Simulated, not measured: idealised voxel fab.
process module | voxel air gaps
cross-section cut | 245 nm wide | cells 5 nm
A cross-section is a grid of square cells, given in bands from the top down. A band is one or more rows of cells.
Each band's line starts with the height of the band's top and of its bottom, in nm. Then come its materials from left to right, each with its width in nm. One material with "throughout" fills the band from edge to edge. "air" is empty space.
Height 0 is the level under which the wafer as received is all one material. The lowest band goes on downwards, as in "0 down".
A width such as "30 to 40" changes by the same amount from each row of cells to the next, from the band's top row to its bottom row.
"no change" after a step means that no cell of the cross-section changed.
closed voids: empty space of 8 cells or more with no open way to the top, each as width x height at its distance from the left edge, in nm
after a step's settings: what the simulator itself notes on the step
overlay nm, on a step with a mask: how far to the right of its planned place the mask lay; to the left if negative
plan
1 op RECEIVE | material Si
2 op CONFORMAL_DEP | material SiO2 | thk nm 10
3 op CONFORMAL_DEP | material SiN | thk nm 5
4 op DIRECTIONAL_DEP | material lowk | thk nm 40
5 op DIRECTIONAL_DEP | material aC | thk nm 10
6 op PATTERN | tone open | mask id LINES | material resist | width nm 25 | pitch nm 50 | thk nm 30 | overlay nm 0
7 op DIRECTIONAL_ETCH | etch materials aC | depth nm 10
8 op STRIP | etch materials resist
9 op DIRECTIONAL_ETCH | etch materials lowk | depth nm 40
10 op STRIP | etch materials aC
11 op CONFORMAL_DEP | material TiN | thk nm 5
12 op FILL_DEP | material Ru | thk nm 5
13 op CMP | height nm 55
14 op EPI | material Ru | thk nm 10
15 op SELECTIVE_ETCH | etch materials lowk | depth nm 50
16 op CONFORMAL_DEP | material SiN | thk nm 5
varied across the wafers: thk nm of step 16. The plan shows the first wafer's value. All wafers start alike
first wafer as received, after step 1
  0 down: Si throughout
  closed voids: none
each wafer at the end: cells of each material gained (+) or lost (-) since it was received, then its closed voids
thk nm 5 | +117 Ru | +174 SiN | +98 SiO2 | +57 TiN | closed voids: 15 x 30 at 90; 15 x 30 at 140
thk nm 10 | +117 Ru | +251 SiN | +98 SiO2 | +57 TiN | closed voids: 15 x 30 at 90; 15 x 30 at 140
thk nm 15 | +117 Ru | +328 SiN | +98 SiO2 | +57 TiN | closed voids: 15 x 30 at 90; 15 x 30 at 140
thk nm 20 | +117 Ru | +405 SiN | +98 SiO2 | +57 TiN | closed voids: 15 x 30 at 90; 15 x 30 at 140
